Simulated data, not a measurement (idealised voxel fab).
voxel self aligned contacts: a process module
Cross-sectional view cut (width: 300 nm; square cell size: 5 nm).
Cross-section layout: square cells on a grid; listed as bands, top to bottom; a band spans one or more cell rows.
Top height, bottom height, nm. Materials left to right, width each, nm. Single material + "throughout" = fills band edge to edge. "empty" = empty.
Height is counted from the level 0, under which the received wafer is composed throughout of one material. The lowest of the bands is not closed at the bottom but continues downward, in the notation "0 down".
A width such as "30 to 40" changes by the same amount from each row of cells to the next, from the band's top row to its bottom row.
"changes: none" means the step left every cell of the cross-section as it was.
Look at "Completely sealed voids" for the closed voids: empty spaces with no open path to the top, sized 8 cells or up. Each is width x height at distance, distance from the left edge, all nm.
Step line, after settings: the simulator's comment on this step.
The "overlay nm" setting may appear on a step's line; for a step that uses a mask, it gives how far to the right of its planned position the mask lay, and a negative value indicates the left.

Process steps foreseen in the plan:
step 1: RECEIVE | material Si
step 2: OXIDIZE | depth nm 5
step 3: DIRECTIONAL_DEP | material polySi | thk nm 20
step 4: DIRECTIONAL_DEP | material SiN | thk nm 15
step 5: MASKED_ETCH | tone cover | mask id GATE | width nm 25 | pitch nm 60 | etch materials SiN | depth nm 15 | overlay nm 0
step 6: MASKED_ETCH | tone cover | mask id GATE | width nm 25 | pitch nm 60 | etch materials polySi | depth nm 20 | overlay nm 0
step 7: CONFORMAL_DEP | material SiN | thk nm 5
step 8: DIRECTIONAL_ETCH | etch materials SiN | depth nm 5
step 9: FILL_DEP | material SiO2 | thk nm 15
step 10: CMP | height nm 40
step 11: DIRECTIONAL_DEP | material aC | thk nm 10
step 12: PATTERN | tone open | mask id CONTACT | material resist | width nm 45 | thk nm 30 | overlay nm 0
step 13: DIRECTIONAL_ETCH | etch materials aC | depth nm 10
step 14: STRIP | etch materials resist
step 15: DIRECTIONAL_ETCH | etch materials SiO2 | depth nm 45
step 16: STRIP | etch materials aC
step 17: CONFORMAL_DEP | material TiN | thk nm 5
step 18: FILL_DEP | material Ru | thk nm 5
step 19: CMP | height nm 40
step 20: CONFORMAL_DEP | material SiN | thk nm 5

What follows covers the first of two wafers; it ran as planned:

So this is the incoming wafer in cross-section - it's already been through step 1:
- 0 down: Si throughout
- Completely sealed voids: none

After step 2: wafer cross-section:
- 0 to -5: SiO2 throughout
- Below -5 it's all the same as before, nothing changed down there.

After step 3: wafer cross-section:
- 20 to 0: polySi throughout
- Below 0 it's all the same as before, nothing changed down there.

After step 4: wafer cross-section:
- 35 to 20: SiN throughout
- Below 20 it's all the same as before, nothing changed down there.

After step 5: wafer cross-section:
- 35 to 20: empty 105 | SiN 25 | empty 35 | SiN 25 | empty 110
- Below 20 it's all the same as before, nothing changed down there.

After step 6: wafer cross-section:
- 35 to 20: empty 105 | SiN 25 | empty 35 | SiN 25 | empty 110
- 20 to 0: empty 105 | polySi 25 | empty 35 | polySi 25 | empty 110
- Below 0 it's all the same as before, nothing changed down there.

After step 7: wafer cross-section:
- 40 to 20: empty 100 | SiN 35 | empty 25 | SiN 35 | empty 105
- 20 to 5: empty 100 | SiN 5 | polySi 25 | SiN 5 | empty 25 | SiN 5 | polySi 25 | SiN 5 | empty 105
- 5 to 0: SiN 105 | polySi 25 | SiN 35 | polySi 25 | SiN 110
- Below 0 it's all the same as before, nothing changed down there.

After step 8: wafer cross-section:
- 35 to 20: empty 100 | SiN 35 | empty 25 | SiN 35 | empty 105
- 20 to 0: empty 100 | SiN 5 | polySi 25 | SiN 5 | empty 25 | SiN 5 | polySi 25 | SiN 5 | empty 105
- Below 0 it's all the same as before, nothing changed down there.

After step 9: wafer cross-section:
- 50 to 35: SiO2 throughout
- 35 to 20: SiO2 100 | SiN 35 | SiO2 25 | SiN 35 | SiO2 105
- 20 to 0: SiO2 100 | SiN 5 | polySi 25 | SiN 5 | SiO2 25 | SiN 5 | polySi 25 | SiN 5 | SiO2 105
- Below 0 it's all the same as before, nothing changed down there.

After step 10: wafer cross-section:
- 40 to 35: SiO2 throughout
- Below 35 it's all the same as before, nothing changed down there.

After step 11: wafer cross-section:
- 50 to 40: aC throughout
- Below 40 it's all the same as before, nothing changed down there.

After step 12: wafer cross-section:
- 80 to 50: resist 125 | empty 45 | resist 130
- Below 50 it's all the same as before, nothing changed down there.

After step 13: wafer cross-section:
- 70 to 50: resist 125 | empty 45 | resist 130
- 50 to 40: aC 125 | empty 45 | aC 130
- Below 40 it's all the same as before, nothing changed down there.

After step 14: wafer cross-section:
- 50 to 40: aC 125 | empty 45 | aC 130
- Below 40 it's all the same as before, nothing changed down there.

After step 15: wafer cross-section:
- 50 to 40: aC 125 | empty 45 | aC 130
- 40 to 35: SiO2 125 | empty 45 | SiO2 130
- 35 to 20: SiO2 100 | SiN 35 | empty 25 | SiN 35 | SiO2 105
- 20 to 0: SiO2 100 | SiN 5 | polySi 25 | SiN 5 | empty 25 | SiN 5 | polySi 25 | SiN 5 | SiO2 105
- 0 to -5: SiO2 135 | empty 25 | SiO2 140
- Below -5 it's all the same as before, nothing changed down there.

After step 16: wafer cross-section:
- 40 to 35: SiO2 125 | empty 45 | SiO2 130
- Below 35 it's all the same as before, nothing changed down there.

After step 17: wafer cross-section:
- 45 to 40: TiN 130 | empty 35 | TiN 135
- 40 to 35: SiO2 125 | TiN 15 | empty 15 | TiN 15 | SiO2 130
- 35 to 20: SiO2 100 | SiN 35 | TiN 5 | empty 15 | TiN 5 | SiN 35 | SiO2 105
- 20 to 0: SiO2 100 | SiN 5 | polySi 25 | SiN 5 | TiN 5 | empty 15 | TiN 5 | SiN 5 | polySi 25 | SiN 5 | SiO2 105
- 0 to -5: SiO2 135 | TiN 25 | SiO2 140
- Below -5 it's all the same as before, nothing changed down there.

After step 18: wafer cross-section:
- 50 to 45: Ru throughout
- 45 to 40: TiN 130 | Ru 35 | TiN 135
- 40 to 35: SiO2 125 | TiN 15 | Ru 15 | TiN 15 | SiO2 130
- 35 to 20: SiO2 100 | SiN 35 | TiN 5 | Ru 15 | TiN 5 | SiN 35 | SiO2 105
- 20 to 0: SiO2 100 | SiN 5 | polySi 25 | SiN 5 | TiN 5 | Ru 15 | TiN 5 | SiN 5 | polySi 25 | SiN 5 | SiO2 105
- Below 0 it's all the same as before, nothing changed down there.

After step 19: wafer cross-section:
- 40 to 35: SiO2 125 | TiN 15 | Ru 15 | TiN 15 | SiO2 130
- Below 35 it's all the same as before, nothing changed down there.

After step 20: wafer cross-section:
- 45 to 40: SiN throughout
- Below 40 it's all the same as before, nothing changed down there.

Second wafer: same start and same plan as the first, one execution error; identical to the first through step 17:

Second wafer: cross-section at the scheduled end of step 18:
- 50 to 45: aC throughout
- 45 to 40: TiN 130 | aC 35 | TiN 135
- 40 to 35: SiO2 125 | TiN 15 | aC 15 | TiN 15 | SiO2 130
- 35 to 20: SiO2 100 | SiN 35 | TiN 5 | aC 15 | TiN 5 | SiN 35 | SiO2 105
- 20 to 0: SiO2 100 | SiN 5 | polySi 25 | SiN 5 | TiN 5 | aC 15 | TiN 5 | SiN 5 | polySi 25 | SiN 5 | SiO2 105
- Below 0 it's all the same as before, nothing changed down there.

Second wafer: cross-section at the scheduled end of step 19:
- 40 to 35: SiO2 125 | TiN 15 | aC 15 | TiN 15 | SiO2 130
- Below 35 it's all the same as before, nothing changed down there.

Second wafer: cross-section at the scheduled end of step 20:
- 45 to 40: SiN throughout
- Below 40 it's all the same as before, nothing changed down there.
Misprocessing identified: the process deviated at step 18: the operation and settings actually run there were FILL_DEP | material aC | thk nm 5
Wafer comparison, final, in cells, second relative to first, materials more or fewer: -24 Ru, +24 aC
